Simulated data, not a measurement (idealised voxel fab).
process module | voxel ribs on slabs
cross-section cut | 295 nm wide | cells 5 nm
A cross-section is a grid of square cells, given in bands from the top down. A band is one or more rows of cells.
Each band's line starts with the height of the band's top and of its bottom, in nm. Then come its materials from left to right, each with its width in nm. One material with "throughout" fills the band from edge to edge. "air" is empty space.
Height 0 is the level under which the wafer as received is all one material. The lowest band goes on downwards, as in "0 down".
A width such as "30 to 40" changes by the same amount from each row of cells to the next, from the band's top row to its bottom row.
"no change" after a step means that no cell of the cross-section changed.
closed voids: empty space of 8 cells or more with no open way to the top, each as width x height at its distance from the left edge, in nm
after a step's settings: what the simulator itself notes on the step
overlay nm, on a step with a mask: how far to the right of its planned place the mask lay; to the left if negative
plan
1 op RECEIVE | material Si
2 op DIRECTIONAL_DEP | material SiO2 | thk nm 30
3 op DIRECTIONAL_DEP | material SiN | thk nm 25
4 op DIRECTIONAL_DEP | material aC | thk nm 15
5 op PATTERN | tone cover | mask id RIB | material resist | width nm 15 | thk nm 30 | overlay nm 0
6 op DIRECTIONAL_ETCH | etch materials aC | depth nm 15
7 op STRIP | etch materials resist
8 op DIRECTIONAL_ETCH | etch materials SiN | depth nm 20
9 op STRIP | etch materials aC
10 op MASKED_ETCH | tone cover | mask id SLAB | width nm 55 | etch materials SiN | depth nm 5 | overlay nm 0
11 op FILL_DEP | material SiO2 | thk nm 30
12 op CMP | height nm 75
13 op DIRECTIONAL_DEP | material W | thk nm 5
14 op DIRECTIONAL_DEP | material aC | thk nm 15
15 op PATTERN | tone cover | mask id HEATER | material resist | width nm 25 | thk nm 30 | overlay nm 0
16 op DIRECTIONAL_ETCH | etch materials aC | depth nm 15
17 op STRIP | etch materials resist
18 op DIRECTIONAL_ETCH | etch materials W | depth nm 5
19 op STRIP | etch materials aC
20 op CONFORMAL_DEP | material SiN | thk nm 5
as received, after step 1
  0 down: Si throughout
  closed voids: none
first wafer at the end, as planned
  85 to 80: air 130 | SiN 35 | air 130
  80 to 75: SiN 135 | W 25 | SiN 135
  75 to 55: SiO2 throughout
  55 to 35: SiO2 140 | SiN 15 | SiO2 140
  35 to 30: SiO2 120 | SiN 55 | SiO2 120
  30 to 0: SiO2 throughout
  0 down: Si throughout
  closed voids: none
second wafer at the end: like start, like plan, one mistake
  85 to 80: air 130 | SiN 35 | air 130
  80 to 75: SiN 135 | W 25 | SiN 135
  75 to 50: SiO2 throughout
  50 to 45: SiO2 120 | SiN 55 | SiO2 120
  45 to 30: aC throughout
  30 to 0: SiO2 throughout
  0 down: Si throughout
  closed voids: none
what went wrong: steps 3 and 4 were swapped
at the end the second wafer has, in cells: 12 fewer of SiN | 165 fewer of SiO2 | 177 more of aC
